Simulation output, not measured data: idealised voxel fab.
Presented below is a process module, voxel released beams.
It is cross-section cut that appears here, measuring 175 nm in width, its square cells being 5 nm in size.
In this document a cross-section is written as a grid of square cells. It is given as a series of bands, listed from the top down, and a band is one or more rows of cells.
Read a band's entry like this: the first values are the height of its top and the height of its bottom in nm, and what follows is the sequence of materials from left to right, each with its width in nm. Note that "air" is empty space, and that a single material marked "throughout" reaches across the band from edge to edge.
Heights are reckoned from 0. Under this level, the received wafer is all of one material. The bottommost band is open-ended downward, for example "0..down".
Graded width ("30 to 40"): value in top row of band = first number; value in bottom row = second number; row-to-row change constant.
Basically "same as before" means that step didn't change any cell in the cross-section.
For the entry "Trapped void list", the listed items are empty spaces with no open way to the top whose size is 8 cells or more; each item follows the pattern width x height at distance, where distance is from the left edge and all three are in nm.
Read whatever lies past the settings on a step's line as the simulator's own remark about the step.
Among the settings permitted on a step's line is "overlay nm"; applied to a step with a mask, it specifies the extent to which the mask lay to the right of its planned position, whereas a negative figure signifies a position to the left.
### Here's what the planned process steps look like
- 1: RECEIVE | material Si
- 2: CONFORMAL_DEP | material SiN | thk nm 5
- 3: DIRECTIONAL_DEP | material SiO2 | thk nm 15
- 4: PATTERN | tone open | mask id ANCHOR | material resist | width nm 25 | thk nm 15 | overlay nm -15
- 5: DIRECTIONAL_ETCH | etch materials SiO2 | depth nm 15
- 6: STRIP | etch materials resist
- 7: CONFORMAL_DEP | material TiN | thk nm 10
- 8: DIRECTIONAL_DEP | material aC | thk nm 15
- 9: PATTERN | tone cover | mask id BEAM | material resist | width nm 95 | thk nm 30 | overlay nm 0
- 10: DIRECTIONAL_ETCH | etch materials aC | depth nm 15
- 11: STRIP | etch materials resist
- 12: DIRECTIONAL_ETCH | etch materials TiN | depth nm 10
- 13: STRIP | etch materials aC
- 14: STRIP | etch materials SiO2
Heads up: all these wafers start the same, and what changes between them is the overlay nm in step 4. The value you see in the plan is just what the first wafer got.
### Incoming state of the first of several wafers in cross-section: after step 1
0..down  Si throughout
Trapped void list: none
### What follows is a table in which each wafer occupies a row; for the wafer as it stands at the close of the module, the row states, material by material, how many cells have been gained (+) or lost (-) since receipt, and then gives its closed voids
overlay nm -15 | +35 SiN | +50 TiN | Trapped void list: none
overlay nm -10 | +35 SiN | +50 TiN | Trapped void list: none
overlay nm -5 | +35 SiN | +50 TiN | Trapped void list: none
overlay nm 0 | +35 SiN | +50 TiN | Trapped void list: none
overlay nm 5 | +35 SiN | +50 TiN | Trapped void list: none
overlay nm 10 | +35 SiN | +50 TiN | Trapped void list: none
overlay nm 15 | +35 SiN | +50 TiN | Trapped void list: none
